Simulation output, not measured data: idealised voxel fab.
The process module that follows is named voxel released beams.
Shown is cross-section cut, with a width of 215 nm and square cells of size 5 nm.
We lay out every cross-section as a grid of square cells and spell it out in bands from the top down, where one band means one or more rows of cells. What a band's entry tells you: where the top is and where the bottom is, as heights in nm, and after that what lies inside, material by material from left to right, each with its width in nm. Empty space is written as the word "empty", and a single material marked with the word "everywhere" occupies the band from edge to edge. Height 0 is the level under which the wafer as received is all one material. The lowest band goes on downwards, as in "0 nm and below". Per-row width for "30..40": begins at first number (top row of band), ends at second number (bottom row), increment between rows held constant. Step marked "nothing got changed"? Then no cell in the cross-section changed in it. You'll see "Closed void roster" listing empty spaces that have no way open to the top, as long as they're 8 cells or more; the notation is width x height at distance, where the distance is from the left edge, and all of it is in nm. What comes after the settings on a step's line is commentary from the simulator itself on that step. overlay nm: where the mask lay relative to plan, measured to the right, on steps with a mask; negatives go left.
-- Steps planned for the process
| 1 | RECEIVE | material Si |
| 2 | CONFORMAL_DEP | material Al2O3 | thk nm 5 |
| 3 | DIRECTIONAL_DEP | material SiO2 | thk nm 15 |
| 4 | DIRECTIONAL_DEP | material aC | thk nm 15 |
| 5 | PATTERN | tone open | mask id ANCHOR | material resist | width nm 35 | thk nm 35 | overlay nm 0 |
| 6 | DIRECTIONAL_ETCH | etch materials aC | depth nm 15 |
| 7 | STRIP | etch materials resist |
| 8 | DIRECTIONAL_ETCH | etch materials SiO2 | depth nm 15 |
| 9 | STRIP | etch materials aC |
| 10 | CONFORMAL_DEP | material SiN | thk nm 15 |
| 11 | PATTERN | tone cover | mask id BEAM | material resist | width nm 95 | thk nm 15 | overlay nm 0 |
| 12 | DIRECTIONAL_ETCH | etch materials SiN | depth nm 15 |
| 13 | STRIP | etch materials resist |
| 14 | STRIP | etch materials SiO2 |
-- Shown in cross-section is the wafer as received, that is, as it stands after step 1
0 nm and below  Si everywhere
Closed void roster: none
-- Final cross-section, module run with one mistake (start and plan as above)
35 nm to 20 nm  empty 55 | SiN 95 | empty 65
20 nm to 15 nm  Al2O3 everywhere
15 nm to 0 nm  SiO2 everywhere
0 nm and below  Si everywhere
Closed void roster: none
Deviation from plan: deviation from plan: step 3 and step 2 executed in one another's positions
